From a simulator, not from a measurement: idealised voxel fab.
voxel tone inversion: a process module
We display cut, a cross-section 220 nm in width whose square cells are each 5 nm.
Cross-section layout: square cells on a grid; listed as bands, top to bottom; a band spans one or more cell rows.
Top height, bottom height, nm. Materials left to right, width each, nm. Single material + "throughout" = fills band edge to edge. "empty" = empty.
All heights in this document are referenced to 0, defined as the level beneath which the wafer, as received, consists entirely of one material. The lowest band is not bounded below; it extends indefinitely downward and is written in the form "z 0 and below".
With a width like "30 to 40", each row of cells in the band differs from the next by the same amount, the top row carrying the first number and the bottom row the second.
Given "remained the same" for a step, no cell of the cross-section differs between before and after that step.
Closed empty spaces (no open way to the top) of 8 cells or more are what "Sealed void list" lists, each as width x height at distance from the left edge, nm for all three.
Where a step's line continues beyond its settings, the continuation is a remark by the simulator itself on that step.
overlay nm: where the mask lay relative to plan, measured to the right, on steps with a mask; negatives go left.
# Set out below are the planned steps of the process
1 RECEIVE (material Si)
2 CONFORMAL_DEP (material SiN; thk nm 10)
3 DIRECTIONAL_DEP (material polySi; thk nm 15)
4 PATTERN (tone cover; mask id POSTS; material resist; width nm 25; pitch nm 40; thk nm 20; overlay nm 0)
5 DIRECTIONAL_ETCH (etch materials polySi; depth nm 15)
6 STRIP (etch materials resist)
7 FILL_DEP (material SiO2; thk nm 10)
8 CMP (height nm 25)
9 STRIP (etch materials polySi)
# Received-state cross-section, reflecting completion of step 1
> z 0 and below | Si throughout
> Sealed void list: none
# End-of-module cross-section. Starting structure and process plan as above; one mistake made in running it
> z 25 to 10 | SiO2 throughout
> z 10 to 0 | SiN throughout
> z 0 and below | Si throughout
> Sealed void list: none
Deviation from plan: not per plan at step 3, really ran DIRECTIONAL_DEP (material SiO2; thk nm 15)
